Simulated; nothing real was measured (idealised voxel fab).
Name of the process module below: voxel wiring stack
cross-section cut | 220 nm wide | cells 5 nm
A cross-section is a grid of square cells, given in bands from the top down. A band is one or more rows of cells. The entry gives the band's vertical extent as a top height and a bottom height in nm, then its horizontal make-up as materials from left to right, each with a width in nm. "air" stands for empty space; a single material marked "everywhere" fills the band edge to edge. Measure heights from 0. That's the level where, below it, the as-received wafer is all one material. The lowest band is bottomless and extends downward; write it as in "0 down". When a width is written as two numbers, as in "30 to 40", the first number is the width in the top row of cells of the band and the second is the width in its bottom row, and the width changes by the same amount from each row to the next. The cross-section has no changed cell in any step marked "nothing was modified". Heads up: "Sealed cavities" only lists the empty pockets with no open path to the top that are 8 cells or more, and it writes them as width x height at distance, distance from the left edge, in nm. Whatever follows a step's settings on its line is a remark the simulator itself makes about that step. On any step carrying a mask, the "overlay nm" setting, if present on the step's line, tells how far right of its planned place the mask lay; negative values point to the left.

Planned step list for the process
1 op RECEIVE | material Si
2 op CONFORMAL_DEP | material SiO2 | thk nm 15
3 op CONFORMAL_DEP | material SiCN | thk nm 5
4 op DIRECTIONAL_DEP | material lowk | thk nm 15
5 op PATTERN | tone open | mask id METAL_1 | material resist | width nm 25 | pitch nm 45 | thk nm 15 | overlay nm 0
6 op DIRECTIONAL_ETCH | etch materials lowk | depth nm 15
7 op DIRECTIONAL_ETCH | etch materials SiCN | depth nm 5
8 op STRIP | etch materials resist
9 op CONFORMAL_DEP | material TiN | thk nm 5
10 op FILL_DEP | material Cu | thk nm 10
11 op CMP | height nm 35
12 op EPI | material Ru | thk nm 5
13 op FILL_DEP | material SiCN | thk nm 5
14 op DIRECTIONAL_DEP | material lowk | thk nm 20
15 op PATTERN | tone open | mask id PLUG_1 | material resist | width nm 15 | thk nm 20 | overlay nm 0
16 op DIRECTIONAL_ETCH | etch materials lowk | depth nm 20
17 op DIRECTIONAL_ETCH | etch materials SiCN | depth nm 5
18 op STRIP | etch materials resist
19 op CONFORMAL_DEP | material TiN | thk nm 5
20 op FILL_DEP | material Cu | thk nm 10
21 op CMP | height nm 65
22 op CONFORMAL_DEP | material SiCN | thk nm 5
23 op DIRECTIONAL_DEP | material lowk | thk nm 20
24 op PATTERN | tone open | mask id METAL_2 | material resist | width nm 25 | pitch nm 45 | thk nm 15 | overlay nm 0
25 op DIRECTIONAL_ETCH | etch materials lowk | depth nm 20
26 op DIRECTIONAL_ETCH | etch materials SiCN | depth nm 5
27 op STRIP | etch materials resist
28 op CONFORMAL_DEP | material TiN | thk nm 5
29 op FILL_DEP | material Cu | thk nm 5
30 op CMP | height nm 90
31 op EPI | material Ru | thk nm 5
32 op FILL_DEP | material SiCN | thk nm 5
33 op DIRECTIONAL_DEP | material SiO2 | thk nm 30
34 op PATTERN | tone open | mask id METAL_3_HOLES | material resist | width nm 15 | thk nm 20 | overlay nm 0
35 op DIRECTIONAL_ETCH | etch materials SiO2 | depth nm 30
36 op STRIP | etch materials resist
37 op PATTERN | tone open | mask id METAL_3 | material resist | width nm 25 | pitch nm 45 | thk nm 20 | overlay nm 0
38 op DIRECTIONAL_ETCH | etch materials SiO2 | depth nm 15
39 op DIRECTIONAL_ETCH | etch materials SiCN | depth nm 5
40 op STRIP | etch materials resist
41 op CONFORMAL_DEP | material TiN | thk nm 5
42 op FILL_DEP | material Cu | thk nm 10
43 op CMP | height nm 130
44 op CONFORMAL_DEP | material SiCN | thk nm 5
45 op DIRECTIONAL_DEP | material lowk | thk nm 30
46 op PATTERN | tone open | mask id METAL_4 | material resist | width nm 25 | pitch nm 45 | thk nm 15 | overlay nm 0
47 op DIRECTIONAL_ETCH | etch materials lowk | depth nm 15
48 op STRIP | etch materials resist
49 op PATTERN | tone open | mask id METAL_4_HOLES | material resist | width nm 15 | pitch nm 45 | thk nm 15 | overlay nm -15
50 op DIRECTIONAL_ETCH | etch materials lowk | depth nm 15
51 op DIRECTIONAL_ETCH | etch materials SiCN | depth nm 5
52 op STRIP | etch materials resist
53 op CONFORMAL_DEP | material TiN | thk nm 5
54 op FILL_DEP | material Cu | thk nm 5
55 op CMP | height nm 165
56 op CONFORMAL_DEP | material SiCN | thk nm 5
Don't read the plan's overlay nm for step 49 as applying to every wafer: that's the first wafer's value, and the wafers differ in it, though they all start identical.

Cross-section, first of several wafers, as delivered after step 1
	0 down: Si everywhere
	Sealed cavities: none

Module finished, last step 56 done: cross-section of the first of several wafers
	170 to 165: SiCN everywhere
	165 to 155: lowk 60 nm / TiN 5 nm / Cu 30 nm / TiN 5 nm / lowk 5 nm / TiN 5 nm / Cu 30 nm / TiN 5 nm / lowk 75 nm
	155 to 150: lowk 60 nm / TiN 40 nm / lowk 5 nm / TiN 40 nm / lowk 75 nm
	150 to 135: lowk everywhere
	135 to 130: SiCN everywhere
	130 to 120: SiO2 75 nm / TiN 5 nm / Cu 15 nm / TiN 5 nm / SiO2 20 nm / TiN 5 nm / Cu 15 nm / TiN 5 nm / SiO2 75 nm
	120 to 115: SiO2 75 nm / TiN 5 nm / Cu 5 nm / TiN 15 nm / SiO2 20 nm / TiN 25 nm / SiO2 75 nm
	115 to 100: SiO2 75 nm / TiN 5 nm / Cu 5 nm / TiN 5 nm / SiO2 130 nm
	100 to 95: SiCN 75 nm / TiN 15 nm / SiCN 130 nm
	95 to 90: SiCN 70 nm / Ru 35 nm / SiCN 10 nm / Ru 35 nm / SiCN 70 nm
	90 to 70: lowk 75 nm / TiN 5 nm / Cu 15 nm / TiN 5 nm / lowk 20 nm / TiN 5 nm / Cu 15 nm / TiN 5 nm / lowk 75 nm
	70 to 65: SiCN 75 nm / TiN 25 nm / SiCN 20 nm / TiN 25 nm / SiCN 75 nm
	65 to 45: lowk 75 nm / TiN 5 nm / Cu 5 nm / TiN 5 nm / lowk 130 nm
	45 to 40: SiCN 75 nm / TiN 15 nm / SiCN 130 nm
	40 to 35: SiCN 70 nm / Ru 35 nm / SiCN 10 nm / Ru 35 nm / SiCN 70 nm
	35 to 20: lowk 75 nm / TiN 5 nm / Cu 15 nm / TiN 5 nm / lowk 20 nm / TiN 5 nm / Cu 15 nm / TiN 5 nm / lowk 75 nm
	20 to 15: SiCN 75 nm / TiN 25 nm / SiCN 20 nm / TiN 25 nm / SiCN 75 nm
	15 to 0: SiO2 everywhere
	0 down: Si everywhere
	Sealed cavities: none

Cross-sectional depiction of the last of several wafers upon completion of the module
	170 to 165: SiCN everywhere
	165 to 155: lowk 75 nm / TiN 5 nm / Cu 20 nm / TiN 5 nm / lowk 15 nm / TiN 5 nm / Cu 20 nm / TiN 5 nm / lowk 70 nm
	155 to 150: lowk 75 nm / TiN 30 nm / lowk 15 nm / TiN 30 nm / lowk 70 nm
	150 to 135: lowk 90 nm / TiN 10 nm / lowk 35 nm / TiN 10 nm / lowk 75 nm
	135 to 130: SiCN 90 nm / TiN 10 nm / SiCN 35 nm / TiN 10 nm / SiCN 75 nm
	130 to 120: SiO2 75 nm / TiN 5 nm / Cu 15 nm / TiN 5 nm / SiO2 20 nm / TiN 5 nm / Cu 15 nm / TiN 5 nm / SiO2 75 nm
	120 to 115: SiO2 75 nm / TiN 5 nm / Cu 5 nm / TiN 15 nm / SiO2 20 nm / TiN 25 nm / SiO2 75 nm
	115 to 100: SiO2 75 nm / TiN 5 nm / Cu 5 nm / TiN 5 nm / SiO2 130 nm
	100 to 95: SiCN 75 nm / TiN 15 nm / SiCN 130 nm
	95 to 90: SiCN 70 nm / Ru 35 nm / SiCN 10 nm / Ru 35 nm / SiCN 70 nm
	90 to 70: lowk 75 nm / TiN 5 nm / Cu 15 nm / TiN 5 nm / lowk 20 nm / TiN 5 nm / Cu 15 nm / TiN 5 nm / lowk 75 nm
	70 to 65: SiCN 75 nm / TiN 25 nm / SiCN 20 nm / TiN 25 nm / SiCN 75 nm
	65 to 45: lowk 75 nm / TiN 5 nm / Cu 5 nm / TiN 5 nm / lowk 130 nm
	45 to 40: SiCN 75 nm / TiN 15 nm / SiCN 130 nm
	40 to 35: SiCN 70 nm / Ru 35 nm / SiCN 10 nm / Ru 35 nm / SiCN 70 nm
	35 to 20: lowk 75 nm / TiN 5 nm / Cu 15 nm / TiN 5 nm / lowk 20 nm / TiN 5 nm / Cu 15 nm / TiN 5 nm / lowk 75 nm
	20 to 15: SiCN 75 nm / TiN 25 nm / SiCN 20 nm / TiN 25 nm / SiCN 75 nm
	15 to 0: SiO2 everywhere
	0 down: Si everywhere
	Sealed cavities: none

The following table contains a row per wafer, in which are reported, at the conclusion of the module, the cells of each material gained (+) or lost (-) since the wafer's receipt, with its closed voids given thereafter
overlay nm -15; +86 Cu; +28 Ru; +298 SiCN; +357 SiO2; +109 TiN; +618 lowk; Sealed cavities: none
overlay nm -10; +82 Cu; +28 Ru; +296 SiCN; +357 SiO2; +115 TiN; +618 lowk; Sealed cavities: none
overlay nm -5; +78 Cu; +28 Ru; +294 SiCN; +357 SiO2; +121 TiN; +618 lowk; Sealed cavities: none
overlay nm 0; +82 Cu; +28 Ru; +292 SiCN; +357 SiO2; +119 TiN; +618 lowk; Sealed cavities: none
overlay nm 5; +82 Cu; +28 Ru; +292 SiCN; +357 SiO2; +119 TiN; +618 lowk; Sealed cavities: none
overlay nm 10; +82 Cu; +28 Ru; +292 SiCN; +357 SiO2; +119 TiN; +618 lowk; Sealed cavities: none
overlay nm 15; +78 Cu; +28 Ru; +294 SiCN; +357 SiO2; +121 TiN; +618 lowk; Sealed cavities: none
